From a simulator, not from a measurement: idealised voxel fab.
Module name: voxel tone inversion (process module)
Section cut is 250 nm wide and gridded with 5 nm square cells.
Bands, listed from the top down, are how a cross-section gets written in this document; the cross-section itself is a grid of square cells, and a band is one or more rows of them. Per band: top height and bottom height in nm, followed by the left-to-right materials and their widths in nm; "everywhere" marks a single material spanning edge to edge, "empty" marks empty space. Height datum 0, below which the as-received substrate wafer is one material. Lowest band open at the bottom, running downward: "from 0 down". With a width like "30 to 40", each row of cells in the band differs from the next by the same amount, the top row carrying the first number and the bottom row the second. It should be understood that the words "left unchanged", when stated for a given step, signify that the cross-section underwent no change in any of its cells during that step. Closed-off voids of 8+ cells (no open route to the top) go in "Sealed-off cavities", written width x height at distance from the left edge, in nm. after a step's settings: what the simulator itself notes on the step. On any step carrying a mask, the "overlay nm" setting, if present on the step's line, tells how far right of its planned place the mask lay; negative values point to the left. If you're wondering how to read the rest of this, here's the deal. It's pairs of cross-sections: one from before a process step, one from after it. The after one is only drawn as far down as the lowest band that changed. Right under each pair you'll see which step sits between them and what its settings were. Don't read the pairs as one continuous story, though. They can come from different runs of this module on the same starting wafer, and a pair only carries on from the one above it where its entry headed "Before-step section" says so.
## Before-step section
- from 0 down | Si everywhere
- Sealed-off cavities: none
## Sectional Result
- from 5 to 0 | SiCN everywhere
- Rest of section, below 0: as before.
- Sealed-off cavities: none
It is this step that lies between the two cross-sections above: CONFORMAL_DEP | material SiCN | thk nm 5
Before-step section: look at the pair above, its after cross-section is where this step starts.
## Sectional Result
- from 25 to 5 | aC everywhere
- Rest of section, below 5: as before.
- Sealed-off cavities: none
It is this step that lies between the two cross-sections above: DIRECTIONAL_DEP | material aC | thk nm 20
Before-step section: look at the pair above, its after cross-section is where this step starts.
## Sectional Result
- from 55 to 25 | empty 65  resist 15  empty 20  resist 15  empty 20  resist 15  empty 20  resist 15  empty 65
- Rest of section, below 25: as before.
- Sealed-off cavities: none
It is this step that lies between the two cross-sections above: PATTERN | tone cover | mask id POSTS | material resist | width nm 15 | pitch nm 35 | thk nm 30 | overlay nm 0
Before-step section: look at the pair above, its after cross-section is where this step starts.
## Sectional Result
- from 35 to 25 | empty 65  resist 15  empty 20  resist 15  empty 20  resist 15  empty 20  resist 15  empty 65
- from 25 to 5 | empty 65  aC 15  empty 20  aC 15  empty 20  aC 15  empty 20  aC 15  empty 65
- Rest of section, below 5: as before.
- Sealed-off cavities: none
It is this step that lies between the two cross-sections above: DIRECTIONAL_ETCH | etch materials aC | depth nm 20
Before-step section: look at the pair above, its after cross-section is where this step starts.
## Sectional Result
- from 25 to 5 | empty 65  aC 15  empty 20  aC 15  empty 20  aC 15  empty 20  aC 15  empty 65
- Rest of section, below 5: as before.
- Sealed-off cavities: none
It is this step that lies between the two cross-sections above: STRIP | etch materials resist
Before-step section: look at the pair above, its after cross-section is where this step starts.
## Sectional Result
- from 35 to 25 | lowk everywhere
- from 25 to 5 | lowk 65  aC 15  lowk 20  aC 15  lowk 20  aC 15  lowk 20  aC 15  lowk 65
- Rest of section, below 5: as before.
- Sealed-off cavities: none
It is this step that lies between the two cross-sections above: FILL_DEP | material lowk | thk nm 10
Before-step section: look at the pair above, its after cross-section is where this step starts.
## Sectional Result
- from 25 to 5 | lowk 65  aC 15  lowk 20  aC 15  lowk 20  aC 15  lowk 20  aC 15  lowk 65
- Rest of section, below 5: as before.
- Sealed-off cavities: none
It is this step that lies between the two cross-sections above: CMP | height nm 25
Before-step section: look at the pair above, its after cross-section is where this step starts.
## Sectional Result
- from 25 to 5 | lowk 65  empty 15  lowk 20  empty 15  lowk 20  empty 15  lowk 20  empty 15  lowk 65
- Rest of section, below 5: as before.
- Sealed-off cavities: none
It is this step that lies between the two cross-sections above: STRIP | etch materials aC
Before-step section: look at the pair above, its after cross-section is where this step starts.
## Sectional Result
- from 30 to 25 | TiN 70  empty 5  TiN 30  empty 5  TiN 30  empty 5  TiN 30  empty 5  TiN 70
- from 25 to 10 | lowk 65  TiN 5  empty 5  TiN 5  lowk 20  TiN 5  empty 5  TiN 5  lowk 20  TiN 5  empty 5  TiN 5  lowk 20  TiN 5  empty 5  TiN 5  lowk 65
- from 10 to 5 | lowk 65  TiN 15  lowk 20  TiN 15  lowk 20  TiN 15  lowk 20  TiN 15  lowk 65
- Rest of section, below 5: as before.
- Sealed-off cavities: none
It is this step that lies between the two cross-sections above: CONFORMAL_DEP | material TiN | thk nm 5
Before-step section: look at the pair above, its after cross-section is where this step starts.
## Sectional Result
- from 35 to 30 | W everywhere
- from 30 to 25 | TiN 70  W 5  TiN 30  W 5  TiN 30  W 5  TiN 30  W 5  TiN 70
- from 25 to 10 | lowk 65  TiN 5  W 5  TiN 5  lowk 20  TiN 5  W 5  TiN 5  lowk 20  TiN 5  W 5  TiN 5  lowk 20  TiN 5  W 5  TiN 5  lowk 65
- Rest of section, below 10: as before.
- Sealed-off cavities: none
It is this step that lies between the two cross-sections above: FILL_DEP | material W | thk nm 5
Before-step section: look at the pair above, its after cross-section is where this step starts.
## Sectional Result
- from 25 to 10 | lowk 65  TiN 5  W 5  TiN 5  lowk 20  TiN 5  W 5  TiN 5  lowk 20  TiN 5  W 5  TiN 5  lowk 20  TiN 5  W 5  TiN 5  lowk 65
- Rest of section, below 10: as before.
- Sealed-off cavities: none
It is this step that lies between the two cross-sections above: CMP | height nm 25
Before-step section: look at the pair above, its after cross-section is where this step starts.
## Sectional Result
- from 30 to 25 | SiN everywhere
- Rest of section, below 25: as before.
- Sealed-off cavities: none
It is this step that lies between the two cross-sections above: CONFORMAL_DEP | material SiN | thk nm 5
## Before-step section
- from 0 down | Si everywhere
- Sealed-off cavities: none
## Sectional Result
- from 20 to 0 | aC everywhere
- Rest of section, below 0: as before.
- Sealed-off cavities: none
It is this step that lies between the two cross-sections above: DIRECTIONAL_DEP | material aC | thk nm 20
Before-step section: look at the pair above, its after cross-section is where this step starts.
## Sectional Result
- from 50 to 20 | empty 65  resist 15  empty 20  resist 15  empty 20  resist 15  empty 20  resist 15  empty 65
- Rest of section, below 20: as before.
- Sealed-off cavities: none
It is this step that lies between the two cross-sections above: PATTERN | tone cover | mask id POSTS | material resist | width nm 15 | pitch nm 35 | thk nm 30 | overlay nm 0
Before-step section: look at the pair above, its after cross-section is where this step starts.
## Sectional Result
- from 30 to 20 | empty 65  resist 15  empty 20  resist 15  empty 20  resist 15  empty 20  resist 15  empty 65
- from 20 to 0 | empty 65  aC 15  empty 20  aC 15  empty 20  aC 15  empty 20  aC 15  empty 65
- Rest of section, below 0: as before.
- Sealed-off cavities: none
It is this step that lies between the two cross-sections above: DIRECTIONAL_ETCH | etch materials aC | depth nm 20
Before-step section: look at the pair above, its after cross-section is where this step starts.
## Sectional Result
- from 20 to 0 | empty 65  aC 15  empty 20  aC 15  empty 20  aC 15  empty 20  aC 15  empty 65
- Rest of section, below 0: as before.
- Sealed-off cavities: none
It is this step that lies between the two cross-sections above: STRIP | etch materials resist
Before-step section: look at the pair above, its after cross-section is where this step starts.
## Sectional Result
- from 30 to 20 | lowk everywhere
- from 20 to 0 | lowk 65  aC 15  lowk 20  aC 15  lowk 20  aC 15  lowk 20  aC 15  lowk 65
- Rest of section, below 0: as before.
- Sealed-off cavities: none
It is this step that lies between the two cross-sections above: FILL_DEP | material lowk | thk nm 10
Before-step section: look at the pair above, its after cross-section is where this step starts.
## Sectional Result
- from 25 to 20 | lowk everywhere
- Rest of section, below 20: as before.
- Sealed-off cavities: none
It is this step that lies between the two cross-sections above: CMP | height nm 25
Before-step section: look at the pair above, its after cross-section is where this step starts.
## Sectional Result
- from 30 to 25 | TiN everywhere
- Rest of section, below 25: as before.
- Sealed-off cavities: none
It is this step that lies between the two cross-sections above: CONFORMAL_DEP | material TiN | thk nm 5
Before-step section: look at the pair above, its after cross-section is where this step starts.
## Sectional Result
- from 35 to 30 | W everywhere
- Rest of section, below 30: as before.
- Sealed-off cavities: none
It is this step that lies between the two cross-sections above: FILL_DEP | material W | thk nm 5
Before-step section: look at the pair above, its after cross-section is where this step starts.
## Sectional Result
- from 25 to 20 | lowk everywhere
- Rest of section, below 20: as before.
- Sealed-off cavities: none
It is this step that lies between the two cross-sections above: CMP | height nm 25
Before-step section: look at the pair above, its after cross-section is where this step starts.
## Sectional Result
- from 30 to 25 | SiN everywhere
- Rest of section, below 25: as before.
- Sealed-off cavities: none
It is this step that lies between the two cross-sections above: CONFORMAL_DEP | material SiN | thk nm 5
## Before-step section
- from 35 to 25 | lowk everywhere
- from 25 to 5 | lowk 65  aC 15  lowk 20  aC 15  lowk 20  aC 15  lowk 20  aC 15  lowk 65
- from 5 to 0 | SiCN everywhere
- from 0 down | Si everywhere
- Sealed-off cavities: none
## Sectional Result
- from 45 to 25 | lowk everywhere
- Rest of section, below 25: as before.
- Sealed-off cavities: none
It is this step that lies between the two cross-sections above: FILL_DEP | material lowk | thk nm 10
Before-step section: look at the pair above, its after cross-section is where this step starts.
## Sectional Result
- from 25 to 5 | lowk 65  aC 15  lowk 20  aC 15  lowk 20  aC 15  lowk 20  aC 15  lowk 65
- Rest of section, below 5: as before.
- Sealed-off cavities: none
It is this step that lies between the two cross-sections above: CMP | height nm 25
## Before-step section
- from 20 to 0 | aC everywhere
- from 0 down | Si everywhere
- Sealed-off cavities: none
## Sectional Result
- from 25 to 20 | SiCN everywhere
- Rest of section, below 20: as before.
- Sealed-off cavities: none
It is this step that lies between the two cross-sections above: CONFORMAL_DEP | material SiCN | thk nm 5
Before-step section: look at the pair above, its after cross-section is where this step starts.
## Sectional Result
- from 55 to 25 | empty 65  resist 15  empty 20  resist 15  empty 20  resist 15  empty 20  resist 15  empty 65
- Rest of section, below 25: as before.
- Sealed-off cavities: none
It is this step that lies between the two cross-sections above: PATTERN | tone cover | mask id POSTS | material resist | width nm 15 | pitch nm 35 | thk nm 30 | overlay nm 0
Before-step section: look at the pair above, its after cross-section is where this step starts.
## Sectional Result
- from 35 to 25 | empty 65  resist 15  empty 20  resist 15  empty 20  resist 15  empty 20  resist 15  empty 65
- Rest of section, below 25: as before.
- Sealed-off cavities: none
It is this step that lies between the two cross-sections above: DIRECTIONAL_ETCH | etch materials aC | depth nm 20
Before-step section: look at the pair above, its after cross-section is where this step starts.
## Sectional Result
- from 25 to 20 | SiCN everywhere
- Rest of section, below 20: as before.
- Sealed-off cavities: none
It is this step that lies between the two cross-sections above: STRIP | etch materials resist
Before-step section: look at the pair above, its after cross-section is where this step starts.
## Sectional Result
- from 35 to 25 | lowk everywhere
- Rest of section, below 25: as before.
- Sealed-off cavities: none
It is this step that lies between the two cross-sections above: FILL_DEP | material lowk | thk nm 10
Before-step section: look at the pair above, its after cross-section is where this step starts.
## Sectional Result
- from 25 to 20 | SiCN everywhere
- Rest of section, below 20: as before.
- Sealed-off cavities: none
It is this step that lies between the two cross-sections above: CMP | height nm 25
Before-step section: look at the pair above, its after cross-section is where this step starts.
## Sectional Result
- from 30 to 25 | TiN everywhere
- Rest of section, below 25: as before.
- Sealed-off cavities: none
It is this step that lies between the two cross-sections above: CONFORMAL_DEP | material TiN | thk nm 5
Before-step section: look at the pair above, its after cross-section is where this step starts.
## Sectional Result
- from 35 to 30 | W everywhere
- Rest of section, below 30: as before.
- Sealed-off cavities: none
It is this step that lies between the two cross-sections above: FILL_DEP | material W | thk nm 5
Before-step section: look at the pair above, its after cross-section is where this step starts.
## Sectional Result
- from 25 to 20 | SiCN everywhere
- Rest of section, below 20: as before.
- Sealed-off cavities: none
It is this step that lies between the two cross-sections above: CMP | height nm 25
Before-step section: look at the pair above, its after cross-section is where this step starts.
## Sectional Result
- from 30 to 25 | SiN everywhere
- Rest of section, below 25: as before.
- Sealed-off cavities: none
It is this step that lies between the two cross-sections above: CONFORMAL_DEP | material SiN | thk nm 5
## Before-step section
- from 5 to 0 | SiCN everywhere
- from 0 down | Si everywhere
- Sealed-off cavities: none
## Sectional Result
- from 20 to 5 | aC everywhere
- Rest of section, below 5: as before.
- Sealed-off cavities: none
It is this step that lies between the two cross-sections above: DIRECTIONAL_DEP | material aC | thk nm 15
Before-step section: look at the pair above, its after cross-section is where this step starts.
## Sectional Result
- from 50 to 20 | empty 65  resist 15  empty 20  resist 15  empty 20  resist 15  empty 20  resist 15  empty 65
- Rest of section, below 20: as before.
- Sealed-off cavities: none
It is this step that lies between the two cross-sections above: PATTERN | tone cover | mask id POSTS | material resist | width nm 15 | pitch nm 35 | thk nm 30 | overlay nm 0
Before-step section: look at the pair above, its after cross-section is where this step starts.
## Sectional Result
- from 30 to 20 | empty 65  resist 15  empty 20  resist 15  empty 20  resist 15  empty 20  resist 15  empty 65
- from 20 to 5 | empty 65  aC 15  empty 20  aC 15  empty 20  aC 15  empty 20  aC 15  empty 65
- Rest of section, below 5: as before.
- Sealed-off cavities: none
It is this step that lies between the two cross-sections above: DIRECTIONAL_ETCH | etch materials aC | depth nm 20
Before-step section: look at the pair above, its after cross-section is where this step starts.
## Sectional Result
- from 20 to 5 | empty 65  aC 15  empty 20  aC 15  empty 20  aC 15  empty 20  aC 15  empty 65
- Rest of section, below 5: as before.
- Sealed-off cavities: none
It is this step that lies between the two cross-sections above: STRIP | etch materials resist
Before-step section: look at the pair above, its after cross-section is where this step starts.
## Sectional Result
- from 30 to 20 | lowk everywhere
- from 20 to 5 | lowk 65  aC 15  lowk 20  aC 15  lowk 20  aC 15  lowk 20  aC 15  lowk 65
- Rest of section, below 5: as before.
- Sealed-off cavities: none
It is this step that lies between the two cross-sections above: FILL_DEP | material lowk | thk nm 10
Before-step section: look at the pair above, its after cross-section is where this step starts.
## Sectional Result
- from 25 to 20 | lowk everywhere
- Rest of section, below 20: as before.
- Sealed-off cavities: none
It is this step that lies between the two cross-sections above: CMP | height nm 25
Before-step section: look at the pair above, its after cross-section is where this step starts.
## Sectional Result
- from 30 to 25 | TiN everywhere
- Rest of section, below 25: as before.
- Sealed-off cavities: none
It is this step that lies between the two cross-sections above: CONFORMAL_DEP | material TiN | thk nm 5
Before-step section: look at the pair above, its after cross-section is where this step starts.
## Sectional Result
- from 35 to 30 | W everywhere
- Rest of section, below 30: as before.
- Sealed-off cavities: none
It is this step that lies between the two cross-sections above: FILL_DEP | material W | thk nm 5
Before-step section: look at the pair above, its after cross-section is where this step starts.
## Sectional Result
- from 25 to 20 | lowk everywhere
- Rest of section, below 20: as before.
- Sealed-off cavities: none
It is this step that lies between the two cross-sections above: CMP | height nm 25
Before-step section: look at the pair above, its after cross-section is where this step starts.
## Sectional Result
- from 30 to 25 | SiN everywhere
- Rest of section, below 25: as before.
- Sealed-off cavities: none
It is this step that lies between the two cross-sections above: CONFORMAL_DEP | material SiN | thk nm 5
## Before-step section
- from 25 to 5 | aC everywhere
- from 5 to 0 | SiCN everywhere
- from 0 down | Si everywhere
- Sealed-off cavities: none
## Sectional Result
- from 55 to 25 | empty 65  resist 20  empty 15  resist 20  empty 15  resist 20  empty 15  resist 20  empty 60
- Rest of section, below 25: as before.
- Sealed-off cavities: none
It is this step that lies between the two cross-sections above: PATTERN | tone cover | mask id POSTS | material resist | width nm 20 | pitch nm 35 | thk nm 30 | overlay nm 0
Before-step section: look at the pair above, its after cross-section is where this step starts.
## Sectional Result
- from 35 to 25 | empty 65  resist 20  empty 15  resist 20  empty 15  resist 20  empty 15  resist 20  empty 60
- from 25 to 5 | empty 65  aC 20  empty 15  aC 20  empty 15  aC 20  empty 15  aC 20  empty 60
- Rest of section, below 5: as before.
- Sealed-off cavities: none
It is this step that lies between the two cross-sections above: DIRECTIONAL_ETCH | etch materials aC | depth nm 20
Before-step section: look at the pair above, its after cross-section is where this step starts.
## Sectional Result
- from 25 to 5 | empty 65  aC 20  empty 15  aC 20  empty 15  aC 20  empty 15  aC 20  empty 60
- Rest of section, below 5: as before.
- Sealed-off cavities: none
It is this step that lies between the two cross-sections above: STRIP | etch materials resist
Before-step section: look at the pair above, its after cross-section is where this step starts.
## Sectional Result
- from 35 to 25 | lowk everywhere
- from 25 to 5 | lowk 65  aC 20  lowk 15  aC 20  lowk 15  aC 20  lowk 15  aC 20  lowk 60
- Rest of section, below 5: as before.
- Sealed-off cavities: none
It is this step that lies between the two cross-sections above: FILL_DEP | material lowk | thk nm 10
Before-step section: look at the pair above, its after cross-section is where this step starts.
## Sectional Result
- from 25 to 5 | lowk 65  aC 20  lowk 15  aC 20  lowk 15  aC 20  lowk 15  aC 20  lowk 60
- Rest of section, below 5: as before.
- Sealed-off cavities: none
It is this step that lies between the two cross-sections above: CMP | height nm 25
Before-step section: look at the pair above, its after cross-section is where this step starts.
## Sectional Result
- from 25 to 5 | lowk 65  empty 20  lowk 15  empty 20  lowk 15  empty 20  lowk 15  empty 20  lowk 60
- Rest of section, below 5: as before.
- Sealed-off cavities: none
It is this step that lies between the two cross-sections above: STRIP | etch materials aC
Before-step section: look at the pair above, its after cross-section is where this step starts.
## Sectional Result
- from 30 to 25 | TiN 70  empty 10  TiN 25  empty 10  TiN 25  empty 10  TiN 25  empty 10  TiN 65
- from 25 to 10 | lowk 65  TiN 5  empty 10  TiN 5  lowk 15  TiN 5  empty 10  TiN 5  lowk 15  TiN 5  empty 10  TiN 5  lowk 15  TiN 5  empty 10  TiN 5  lowk 60
- from 10 to 5 | lowk 65  TiN 20  lowk 15  TiN 20  lowk 15  TiN 20  lowk 15  TiN 20  lowk 60
- Rest of section, below 5: as before.
- Sealed-off cavities: none
It is this step that lies between the two cross-sections above: CONFORMAL_DEP | material TiN | thk nm 5
Before-step section: look at the pair above, its after cross-section is where this step starts.
## Sectional Result
- from 35 to 30 | W everywhere
- from 30 to 25 | TiN 70  W 10  TiN 25  W 10  TiN 25  W 10  TiN 25  W 10  TiN 65
- from 25 to 10 | lowk 65  TiN 5  W 10  TiN 5  lowk 15  TiN 5  W 10  TiN 5  lowk 15  TiN 5  W 10  TiN 5  lowk 15  TiN 5  W 10  TiN 5  lowk 60
- Rest of section, below 10: as before.
- Sealed-off cavities: none
It is this step that lies between the two cross-sections above: FILL_DEP | material W | thk nm 5
Before-step section: look at the pair above, its after cross-section is where this step starts.
## Sectional Result
- from 25 to 10 | lowk 65  TiN 5  W 10  TiN 5  lowk 15  TiN 5  W 10  TiN 5  lowk 15  TiN 5  W 10  TiN 5  lowk 15  TiN 5  W 10  TiN 5  lowk 60
- Rest of section, below 10: as before.
- Sealed-off cavities: none
It is this step that lies between the two cross-sections above: CMP | height nm 25
Before-step section: look at the pair above, its after cross-section is where this step starts.
## Sectional Result
- from 30 to 25 | SiN everywhere
- Rest of section, below 25: as before.
- Sealed-off cavities: none
It is this step that lies between the two cross-sections above: CONFORMAL_DEP | material SiN | thk nm 5
## Before-step section
- from 25 to 5 | aC everywhere
- from 5 to 0 | SiCN everywhere
- from 0 down | Si everywhere
- Sealed-off cavities: none
## Sectional Result
- from 55 to 25 | empty 70  resist 15  empty 20  resist 15  empty 20  resist 15  empty 20  resist 15  empty 60
- Rest of section, below 25: as before.
- Sealed-off cavities: none
It is this step that lies between the two cross-sections above: PATTERN | tone cover | mask id POSTS | material resist | width nm 15 | pitch nm 35 | thk nm 30 | overlay nm 5
Before-step section: look at the pair above, its after cross-section is where this step starts.
## Sectional Result
- from 35 to 25 | empty 70  resist 15  empty 20  resist 15  empty 20  resist 15  empty 20  resist 15  empty 60
- from 25 to 5 | empty 70  aC 15  empty 20  aC 15  empty 20  aC 15  empty 20  aC 15  empty 60
- Rest of section, below 5: as before.
- Sealed-off cavities: none
It is this step that lies between the two cross-sections above: DIRECTIONAL_ETCH | etch materials aC | depth nm 20
Before-step section: look at the pair above, its after cross-section is where this step starts.
## Sectional Result
- from 25 to 5 | empty 70  aC 15  empty 20  aC 15  empty 20  aC 15  empty 20  aC 15  empty 60
- Rest of section, below 5: as before.
- Sealed-off cavities: none
It is this step that lies between the two cross-sections above: STRIP | etch materials resist
Before-step section: look at the pair above, its after cross-section is where this step starts.
## Sectional Result
- from 35 to 25 | lowk everywhere
- from 25 to 5 | lowk 70  aC 15  lowk 20  aC 15  lowk 20  aC 15  lowk 20  aC 15  lowk 60
- Rest of section, below 5: as before.
- Sealed-off cavities: none
It is this step that lies between the two cross-sections above: FILL_DEP | material lowk | thk nm 10
Before-step section: look at the pair above, its after cross-section is where this step starts.
## Sectional Result
- from 25 to 5 | lowk 70  aC 15  lowk 20  aC 15  lowk 20  aC 15  lowk 20  aC 15  lowk 60
- Rest of section, below 5: as before.
- Sealed-off cavities: none
It is this step that lies between the two cross-sections above: CMP | height nm 25
Before-step section: look at the pair above, its after cross-section is where this step starts.
## Sectional Result
- from 25 to 5 | lowk 70  empty 15  lowk 20  empty 15  lowk 20  empty 15  lowk 20  empty 15  lowk 60
- Rest of section, below 5: as before.
- Sealed-off cavities: none
It is this step that lies between the two cross-sections above: STRIP | etch materials aC
Before-step section: look at the pair above, its after cross-section is where this step starts.
## Sectional Result
- from 30 to 25 | TiN 75  empty 5  TiN 30  empty 5  TiN 30  empty 5  TiN 30  empty 5  TiN 65
- from 25 to 10 | lowk 70  TiN 5  empty 5  TiN 5  lowk 20  TiN 5  empty 5  TiN 5  lowk 20  TiN 5  empty 5  TiN 5  lowk 20  TiN 5  empty 5  TiN 5  lowk 60
- from 10 to 5 | lowk 70  TiN 15  lowk 20  TiN 15  lowk 20  TiN 15  lowk 20  TiN 15  lowk 60
- Rest of section, below 5: as before.
- Sealed-off cavities: none
It is this step that lies between the two cross-sections above: CONFORMAL_DEP | material TiN | thk nm 5
Before-step section: look at the pair above, its after cross-section is where this step starts.
## Sectional Result
- from 35 to 30 | W everywhere
- from 30 to 25 | TiN 75  W 5  TiN 30  W 5  TiN 30  W 5  TiN 30  W 5  TiN 65
- from 25 to 10 | lowk 70  TiN 5  W 5  TiN 5  lowk 20  TiN 5  W 5  TiN 5  lowk 20  TiN 5  W 5  TiN 5  lowk 20  TiN 5  W 5  TiN 5  lowk 60
- Rest of section, below 10: as before.
- Sealed-off cavities: none
It is this step that lies between the two cross-sections above: FILL_DEP | material W | thk nm 5
Before-step section: look at the pair above, its after cross-section is where this step starts.
## Sectional Result
- from 25 to 10 | lowk 70  TiN 5  W 5  TiN 5  lowk 20  TiN 5  W 5  TiN 5  lowk 20  TiN 5  W 5  TiN 5  lowk 20  TiN 5  W 5  TiN 5  lowk 60
- Rest of section, below 10: as before.
- Sealed-off cavities: none
It is this step that lies between the two cross-sections above: CMP | height nm 25
Before-step section: look at the pair above, its after cross-section is where this step starts.
## Sectional Result
- from 30 to 25 | SiN everywhere
- Rest of section, below 25: as before.
- Sealed-off cavities: none
It is this step that lies between the two cross-sections above: CONFORMAL_DEP | material SiN | thk nm 5
## Before-step section
- from 25 to 10 | lowk 65  TiN 5  W 5  TiN 5  lowk 20  TiN 5  W 5  TiN 5  lowk 20  TiN 5  W 5  TiN 5  lowk 20  TiN 5  W 5  TiN 5  lowk 65
- from 10 to 5 | lowk 65  TiN 15  lowk 20  TiN 15  lowk 20  TiN 15  lowk 20  TiN 15  lowk 65
- from 5 to 0 | SiCN everywhere
- from 0 down | Si everywhere
- Sealed-off cavities: none
## Sectional Result
- from 30 to 25 | W everywhere
- Rest of section, below 25: as before.
- Sealed-off cavities: none
It is this step that lies between the two cross-sections above: CONFORMAL_DEP | material W | thk nm 5
## Before-step section
- from 25 to 5 | aC everywhere
- from 5 to 0 | SiCN everywhere
- from 0 down | Si everywhere
- Sealed-off cavities: none
## Sectional Result
- from 55 to 25 | resist 65  empty 15  resist 20  empty 15  resist 20  empty 15  resist 20  empty 15  resist 65
- Rest of section, below 25: as before.
- Sealed-off cavities: none
It is this step that lies between the two cross-sections above: PATTERN | tone open | mask id POSTS | material resist | width nm 15 | pitch nm 35 | thk nm 30 | overlay nm 0
Before-step section: look at the pair above, its after cross-section is where this step starts.
## Sectional Result
- from 35 to 25 | resist 65  empty 15  resist 20  empty 15  resist 20  empty 15  resist 20  empty 15  resist 65
- from 25 to 5 | aC 65  empty 15  aC 20  empty 15  aC 20  empty 15  aC 20  empty 15  aC 65
- Rest of section, below 5: as before.
- Sealed-off cavities: none
It is this step that lies between the two cross-sections above: DIRECTIONAL_ETCH | etch materials aC | depth nm 20
Before-step section: look at the pair above, its after cross-section is where this step starts.
## Sectional Result
- from 25 to 5 | aC 65  empty 15  aC 20  empty 15  aC 20  empty 15  aC 20  empty 15  aC 65
- Rest of section, below 5: as before.
- Sealed-off cavities: none
It is this step that lies between the two cross-sections above: STRIP | etch materials resist
Before-step section: look at the pair above, its after cross-section is where this step starts.
## Sectional Result
- from 35 to 25 | lowk everywhere
- from 25 to 5 | aC 65  lowk 15  aC 20  lowk 15  aC 20  lowk 15  aC 20  lowk 15  aC 65
- Rest of section, below 5: as before.
- Sealed-off cavities: none
It is this step that lies between the two cross-sections above: FILL_DEP | material lowk | thk nm 10
Before-step section: look at the pair above, its after cross-section is where this step starts.
## Sectional Result
- from 25 to 5 | aC 65  lowk 15  aC 20  lowk 15  aC 20  lowk 15  aC 20  lowk 15  aC 65
- Rest of section, below 5: as before.
- Sealed-off cavities: none
It is this step that lies between the two cross-sections above: CMP | height nm 25
Before-step section: look at the pair above, its after cross-section is where this step starts.
## Sectional Result
- from 25 to 5 | empty 65  lowk 15  empty 20  lowk 15  empty 20  lowk 15  empty 20  lowk 15  empty 65
- Rest of section, below 5: as before.
- Sealed-off cavities: none
It is this step that lies between the two cross-sections above: STRIP | etch materials aC
Before-step section: look at the pair above, its after cross-section is where this step starts.
## Sectional Result
- from 30 to 25 | empty 60  TiN 25  empty 10  TiN 25  empty 10  TiN 25  empty 10  TiN 25  empty 60
- from 25 to 10 | empty 60  TiN 5  lowk 15  TiN 5  empty 10  TiN 5  lowk 15  TiN 5  empty 10  TiN 5  lowk 15  TiN 5  empty 10  TiN 5  lowk 15  TiN 5  empty 60
- from 10 to 5 | TiN 65  lowk 15  TiN 20  lowk 15  TiN 20  lowk 15  TiN 20  lowk 15  TiN 65
- Rest of section, below 5: as before.
- Sealed-off cavities: none
It is this step that lies between the two cross-sections above: CONFORMAL_DEP | material TiN | thk nm 5
Before-step section: look at the pair above, its after cross-section is where this step starts.
## Sectional Result
- from 35 to 30 | W everywhere
- from 30 to 25 | W 60  TiN 25  W 10  TiN 25  W 10  TiN 25  W 10  TiN 25  W 60
- from 25 to 10 | W 60  TiN 5  lowk 15  TiN 5  W 10  TiN 5  lowk 15  TiN 5  W 10  TiN 5  lowk 15  TiN 5  W 10  TiN 5  lowk 15  TiN 5  W 60
- Rest of section, below 10: as before.
- Sealed-off cavities: none
It is this step that lies between the two cross-sections above: FILL_DEP | material W | thk nm 5
Before-step section: look at the pair above, its after cross-section is where this step starts.
## Sectional Result
- from 25 to 10 | W 60  TiN 5  lowk 15  TiN 5  W 10  TiN 5  lowk 15  TiN 5  W 10  TiN 5  lowk 15  TiN 5  W 10  TiN 5  lowk 15  TiN 5  W 60
- Rest of section, below 10: as before.
- Sealed-off cavities: none
It is this step that lies between the two cross-sections above: CMP | height nm 25
Before-step section: look at the pair above, its after cross-section is where this step starts.
## Sectional Result
- from 30 to 25 | SiN everywhere
- Rest of section, below 25: as before.
- Sealed-off cavities: none
It is this step that lies between the two cross-sections above: CONFORMAL_DEP | material SiN | thk nm 5
